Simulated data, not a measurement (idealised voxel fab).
process module | voxel transistor to metal
cross-section cut | 190 nm wide | cells 5 nm
A cross-section is a grid of square cells, given in bands from the top down. A band is one or more rows of cells.
Each band's line starts with the height of the band's top and of its bottom, in nm. Then come its materials from left to right, each with its width in nm. One material with "throughout" fills the band from edge to edge. "air" is empty space.
Height 0 is the level under which the wafer as received is all one material. The lowest band goes on downwards, as in "0 down".
A width such as "30 to 40" changes by the same amount from each row of cells to the next, from the band's top row to its bottom row.
"no change" after a step means that no cell of the cross-section changed.
closed voids: empty space of 8 cells or more with no open way to the top, each as width x height at its distance from the left edge, in nm
after a step's settings: what the simulator itself notes on the step
overlay nm, on a step with a mask: how far to the right of its planned place the mask lay; to the left if negative
plan
1 op RECEIVE | material Si
2 op CONFORMAL_DEP | material SiO2 | thk nm 5
3 op CONFORMAL_DEP | material SiN | thk nm 10
4 op DIRECTIONAL_DEP | material aC | thk nm 10
5 op PATTERN | tone cover | mask id ACTIVE | material resist | width nm 85 | thk nm 30 | overlay nm 0
6 op DIRECTIONAL_ETCH | etch materials aC | depth nm 10
7 op STRIP | etch materials resist
8 op DIRECTIONAL_ETCH | etch materials SiN | depth nm 10
9 op DIRECTIONAL_ETCH | etch materials SiO2 | depth nm 5
10 op DIRECTIONAL_ETCH | etch materials Si | depth nm 30
11 op STRIP | etch materials aC
12 op FILL_DEP | material SiO2 | thk nm 10
13 op CMP | height nm 15
14 op SELECTIVE_ETCH | etch materials SiO2 | depth nm 5
15 op STRIP | etch materials SiN
16 op SELECTIVE_ETCH | etch materials SiO2 | depth nm 5
17 op OXIDIZE | depth nm 5
18 op DIRECTIONAL_DEP | material polySi | thk nm 25
19 op DIRECTIONAL_DEP | material SiCN | thk nm 15
20 op MASKED_ETCH | tone cover | mask id GATE | width nm 15 | etch materials SiCN | depth nm 25 | overlay nm 0
21 op MASKED_ETCH | tone cover | mask id GATE | width nm 15 | etch materials polySi | depth nm 35 | overlay nm 0
22 op CONFORMAL_DEP | material SiN | thk nm 5
23 op DIRECTIONAL_ETCH | etch materials SiN | depth nm 5
24 op DIRECTIONAL_ETCH | etch materials SiO2 | depth nm 5
25 op EPI | material nSi | thk nm 5
26 op FILL_DEP | material SiO2 | thk nm 10
27 op CMP | height nm 40
28 op DIRECTIONAL_DEP | material SiO2 | thk nm 10
29 op DIRECTIONAL_DEP | material aC | thk nm 10
30 op PATTERN | tone open | mask id CONTACT | material resist | width nm 25 | pitch nm 50 | thk nm 30 | overlay nm 0
31 op DIRECTIONAL_ETCH | etch materials aC | depth nm 10
32 op STRIP | etch materials resist
33 op DIRECTIONAL_ETCH | etch materials SiO2 | depth nm 50
34 op STRIP | etch materials aC
35 op CONFORMAL_DEP | material TiN | thk nm 5
36 op FILL_DEP | material W | thk nm 5
37 op CMP | height nm 50
38 op CONFORMAL_DEP | material SiN | thk nm 5
39 op DIRECTIONAL_DEP | material lowk | thk nm 25
40 op PATTERN | tone open | mask id METAL_1 | material resist | width nm 15 | pitch nm 60 | thk nm 20 | overlay nm 0
41 op DIRECTIONAL_ETCH | etch materials lowk | depth nm 25
42 op DIRECTIONAL_ETCH | etch materials SiN | depth nm 5
43 op STRIP | etch materials resist
44 op CONFORMAL_DEP | material TiN | thk nm 5
45 op FILL_DEP | material Ru | thk nm 5
46 op CMP | height nm 80
47 op CONFORMAL_DEP | material SiCN | thk nm 5
as received, after step 1
  0 down: Si throughout
  closed voids: none
a wafer at the end: this start, this plan, one mistake
  85 to 80: SiCN throughout
  80 to 55: lowk 55 | TiN 5 | Ru 5 | TiN 5 | lowk 45 | TiN 5 | Ru 5 | TiN 5 | lowk 60
  55 to 50: SiN 55 | TiN 15 | SiN 45 | TiN 15 | SiN 60
  50 to 40: SiO2 55 | TiN 5 | W 15 | TiN 5 | SiO2 25 | TiN 5 | W 15 | TiN 5 | SiO2 60
  40 to 25: SiO2 55 | TiN 5 | W 15 | TiN 5 | SiN 5 | SiCN 15 | SiN 5 | TiN 5 | W 15 | TiN 5 | SiO2 60
  25 to 5: SiO2 55 | TiN 5 | W 15 | TiN 5 | SiN 5 | polySi 15 | SiN 5 | TiN 5 | W 15 | TiN 5 | SiO2 60
  5 to 0: SiO2 45 | SiN 5 | SiO2 5 | TiN 25 | SiN 5 | polySi 15 | SiN 5 | TiN 25 | SiO2 5 | SiN 5 | SiO2 50
  0 to -5: SiO2 45 | SiN 5 | nSi 30 | SiO2 25 | nSi 30 | SiN 5 | SiO2 50
  -5 to -10: SiO2 55 | Si 75 | SiO2 60
  -10 to -30: SiO2 50 | Si 85 | SiO2 55
  -30 down: Si throughout
  closed voids: none
what went wrong: step 2 was left out
